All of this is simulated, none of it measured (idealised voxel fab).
The name of this process module is voxel wiring stack.
Section cut is 250 nm wide and gridded with 5 nm square cells.
If you're reading a cross-section in this doc, picture square cells in a grid; it comes to you as bands, top ones listed first down to the bottom, and a band can be one or more rows of cells. For a band, the entry starts with two heights in nm, that of the top and then that of the bottom, and carries on with the band's materials in order from left to right, each alongside its width in nm; the word "everywhere" beside a single material means it fills the band edge to edge, and "air" means empty space. Heads up on the height convention: 0 is the point under which the incoming wafer is all one material, and the lowest band has no bottom, it just keeps going down, like "0 down". Note: "30->40" means the width goes from the first number (top row of the band) to the second number (bottom row) in equal steps per row of cells. Where a step carries "nothing was modified", the cross-section came out of it unchanged, cell for cell. If an empty space has no open way to the top and is at least 8 cells in size, "Sealed voids" lists it, written width x height at distance, where distance is measured from the left edge and every value is in nm. after a step's settings: what the simulator itself notes on the step. overlay nm: how far to the right of its planned place the mask lay on this masked step (negative: to the left).
**Here's what the planned process steps look like**
1. RECEIVE, material Si
2. CONFORMAL_DEP, material SiO2, thk nm 15
3. CONFORMAL_DEP, material SiN, thk nm 5
4. DIRECTIONAL_DEP, material lowk, thk nm 25
5. MASKED_ETCH, tone open, mask id METAL_1, width nm 30, pitch nm 50, etch materials lowk, depth nm 25, overlay nm 0
6. MASKED_ETCH, tone open, mask id METAL_1, width nm 30, pitch nm 50, etch materials SiN, depth nm 5, overlay nm 0
7. CONFORMAL_DEP, material TiN, thk nm 5
8. FILL_DEP, material Cu, thk nm 10
9. CMP, height nm 45
10. CONFORMAL_DEP, material SiCN, thk nm 5
11. DIRECTIONAL_DEP, material lowk, thk nm 15
12. DIRECTIONAL_DEP, material aC, thk nm 15
13. PATTERN, tone open, mask id PLUG_1, material resist, width nm 15, pitch nm 50, thk nm 30, overlay nm 0
14. DIRECTIONAL_ETCH, etch materials aC, depth nm 15
15. STRIP, etch materials resist
16. DIRECTIONAL_ETCH, etch materials lowk, depth nm 15
17. DIRECTIONAL_ETCH, etch materials SiCN, depth nm 5
18. STRIP, etch materials aC
19. CONFORMAL_DEP, material TiN, thk nm 5
20. FILL_DEP, material W, thk nm 10
21. CMP, height nm 65
22. CONFORMAL_DEP, material SiCN, thk nm 5
23. DIRECTIONAL_DEP, material SiO2, thk nm 20
24. DIRECTIONAL_DEP, material aC, thk nm 15
25. PATTERN, tone open, mask id METAL_2, material resist, width nm 30, pitch nm 50, thk nm 35, overlay nm 0
26. DIRECTIONAL_ETCH, etch materials aC, depth nm 15
27. STRIP, etch materials resist
28. DIRECTIONAL_ETCH, etch materials SiO2, depth nm 20
29. DIRECTIONAL_ETCH, etch materials SiCN, depth nm 5
30. STRIP, etch materials aC
31. CONFORMAL_DEP, material TiN, thk nm 5
32. FILL_DEP, material Cu, thk nm 5
33. CMP, height nm 90
34. CONFORMAL_DEP, material SiCN, thk nm 5
35. DIRECTIONAL_DEP, material lowk, thk nm 10
36. DIRECTIONAL_DEP, material aC, thk nm 10
37. PATTERN, tone open, mask id PLUG_2, material resist, width nm 15, pitch nm 50, thk nm 25, overlay nm 0
38. DIRECTIONAL_ETCH, etch materials aC, depth nm 10
39. STRIP, etch materials resist
40. DIRECTIONAL_ETCH, etch materials lowk, depth nm 10
41. DIRECTIONAL_ETCH, etch materials SiCN, depth nm 5
42. STRIP, etch materials aC
43. EPI, material Ru, thk nm 10
44. EPI, material Ru, thk nm 5
45. CONFORMAL_DEP, material SiN, thk nm 5
46. DIRECTIONAL_DEP, material SiO2, thk nm 15
47. DIRECTIONAL_DEP, material aC, thk nm 15
48. PATTERN, tone open, mask id METAL_3, material resist, width nm 30, pitch nm 50, thk nm 35, overlay nm 0
49. DIRECTIONAL_ETCH, etch materials aC, depth nm 15
50. STRIP, etch materials resist
51. DIRECTIONAL_ETCH, etch materials SiO2, depth nm 15
52. DIRECTIONAL_ETCH, etch materials SiN, depth nm 5
53. STRIP, etch materials aC
54. CONFORMAL_DEP, material TiN, thk nm 5
55. FILL_DEP, material Cu, thk nm 5
56. CMP, height nm 125
57. EPI, material Ru, thk nm 5
58. FILL_DEP, material SiCN, thk nm 5
Wafers differ in thk nm at step 31; plan lists the first wafer's value; identical starting state.
**The first of several wafers in cross-section, exactly as it reached us after step 1**
  0 down: Si everywhere
  Sealed voids: none
**Quick look at the cross-section of the first of several wafers after step 58, which wraps up the module**
  135 to 130: SiCN everywhere
  130 to 125: SiCN 30 nm; Ru 40 nm; SiCN 10 nm; Ru 40 nm; SiCN 10 nm; Ru 40 nm; SiCN 10 nm; Ru 40 nm; SiCN 30 nm
  125 to 110: SiO2 35 nm; TiN 5 nm; Cu 20 nm; TiN 5 nm; SiO2 20 nm; TiN 5 nm; Cu 20 nm; TiN 5 nm; SiO2 20 nm; TiN 5 nm; Cu 20 nm; TiN 5 nm; SiO2 20 nm; TiN 5 nm; Cu 20 nm; TiN 5 nm; SiO2 35 nm
  110 to 105: SiN 35 nm; TiN 30 nm; SiN 20 nm; TiN 30 nm; SiN 20 nm; TiN 30 nm; SiN 20 nm; TiN 30 nm; SiN 35 nm
  105 to 95: lowk 35 nm; Ru 15 nm; lowk 35 nm; Ru 15 nm; lowk 35 nm; Ru 15 nm; lowk 35 nm; Ru 15 nm; lowk 50 nm
  95 to 90: SiCN 35 nm; Ru 15 nm; SiCN 35 nm; Ru 15 nm; SiCN 35 nm; Ru 15 nm; SiCN 35 nm; Ru 15 nm; SiCN 50 nm
  90 to 70: SiO2 35 nm; TiN 5 nm; Cu 20 nm; TiN 5 nm; SiO2 20 nm; TiN 5 nm; Cu 20 nm; TiN 5 nm; SiO2 20 nm; TiN 5 nm; Cu 20 nm; TiN 5 nm; SiO2 20 nm; TiN 5 nm; Cu 20 nm; TiN 5 nm; SiO2 35 nm
  70 to 65: SiCN 35 nm; TiN 30 nm; SiCN 20 nm; TiN 30 nm; SiCN 20 nm; TiN 30 nm; SiCN 20 nm; TiN 30 nm; SiCN 35 nm
  65 to 50: lowk 35 nm; TiN 5 nm; W 5 nm; TiN 5 nm; lowk 35 nm; TiN 5 nm; W 5 nm; TiN 5 nm; lowk 35 nm; TiN 5 nm; W 5 nm; TiN 5 nm; lowk 35 nm; TiN 5 nm; W 5 nm; TiN 5 nm; lowk 50 nm
  50 to 45: SiCN 35 nm; TiN 15 nm; SiCN 35 nm; TiN 15 nm; SiCN 35 nm; TiN 15 nm; SiCN 35 nm; TiN 15 nm; SiCN 50 nm
  45 to 20: lowk 35 nm; TiN 5 nm; Cu 20 nm; TiN 5 nm; lowk 20 nm; TiN 5 nm; Cu 20 nm; TiN 5 nm; lowk 20 nm; TiN 5 nm; Cu 20 nm; TiN 5 nm; lowk 20 nm; TiN 5 nm; Cu 20 nm; TiN 5 nm; lowk 35 nm
  20 to 15: SiN 35 nm; TiN 30 nm; SiN 20 nm; TiN 30 nm; SiN 20 nm; TiN 30 nm; SiN 20 nm; TiN 30 nm; SiN 35 nm
  15 to 0: SiO2 everywhere
  0 down: Si everywhere
  Sealed voids: none
**X-section, last wafer, module end**
  135 to 130: SiCN everywhere
  130 to 125: SiCN 30 nm; Ru 40 nm; SiCN 10 nm; Ru 40 nm; SiCN 10 nm; Ru 40 nm; SiCN 10 nm; Ru 40 nm; SiCN 30 nm
  125 to 110: SiO2 35 nm; TiN 5 nm; Cu 20 nm; TiN 5 nm; SiO2 20 nm; TiN 5 nm; Cu 20 nm; TiN 5 nm; SiO2 20 nm; TiN 5 nm; Cu 20 nm; TiN 5 nm; SiO2 20 nm; TiN 5 nm; Cu 20 nm; TiN 5 nm; SiO2 35 nm
  110 to 105: SiN 35 nm; TiN 30 nm; SiN 20 nm; TiN 30 nm; SiN 20 nm; TiN 30 nm; SiN 20 nm; TiN 30 nm; SiN 35 nm
  105 to 95: lowk 35 nm; Ru 15 nm; lowk 35 nm; Ru 15 nm; lowk 35 nm; Ru 15 nm; lowk 35 nm; Ru 15 nm; lowk 50 nm
  95 to 90: SiCN 35 nm; Ru 15 nm; SiCN 35 nm; Ru 15 nm; SiCN 35 nm; Ru 15 nm; SiCN 35 nm; Ru 15 nm; SiCN 50 nm
  90 to 70: SiO2 35 nm; TiN 30 nm; SiO2 20 nm; TiN 30 nm; SiO2 20 nm; TiN 30 nm; SiO2 20 nm; TiN 30 nm; SiO2 35 nm
  70 to 65: SiCN 35 nm; TiN 30 nm; SiCN 20 nm; TiN 30 nm; SiCN 20 nm; TiN 30 nm; SiCN 20 nm; TiN 30 nm; SiCN 35 nm
  65 to 50: lowk 35 nm; TiN 5 nm; W 5 nm; TiN 5 nm; lowk 35 nm; TiN 5 nm; W 5 nm; TiN 5 nm; lowk 35 nm; TiN 5 nm; W 5 nm; TiN 5 nm; lowk 35 nm; TiN 5 nm; W 5 nm; TiN 5 nm; lowk 50 nm
  50 to 45: SiCN 35 nm; TiN 15 nm; SiCN 35 nm; TiN 15 nm; SiCN 35 nm; TiN 15 nm; SiCN 35 nm; TiN 15 nm; SiCN 50 nm
  45 to 20: lowk 35 nm; TiN 5 nm; Cu 20 nm; TiN 5 nm; lowk 20 nm; TiN 5 nm; Cu 20 nm; TiN 5 nm; lowk 20 nm; TiN 5 nm; Cu 20 nm; TiN 5 nm; lowk 20 nm; TiN 5 nm; Cu 20 nm; TiN 5 nm; lowk 35 nm
  20 to 15: SiN 35 nm; TiN 30 nm; SiN 20 nm; TiN 30 nm; SiN 20 nm; TiN 30 nm; SiN 20 nm; TiN 30 nm; SiN 35 nm
  15 to 0: SiO2 everywhere
  0 down: Si everywhere
  Sealed voids: none
**Per-wafer rows below. For each material: cells gained (+) or lost (-) since the wafer was received, as of end of module. Then: closed voids**
thk nm 5; +192 Cu; +68 Ru; +170 SiCN; +52 SiN; +332 SiO2; +204 TiN; +12 W; +320 lowk; Sealed voids: none
thk nm 10; +152 Cu; +68 Ru; +170 SiCN; +52 SiN; +332 SiO2; +244 TiN; +12 W; +320 lowk; Sealed voids: none
thk nm 15; +128 Cu; +68 Ru; +170 SiCN; +52 SiN; +332 SiO2; +268 TiN; +12 W; +320 lowk; Sealed voids: none
thk nm 20; +128 Cu; +68 Ru; +170 SiCN; +52 SiN; +332 SiO2; +268 TiN; +12 W; +320 lowk; Sealed voids: none
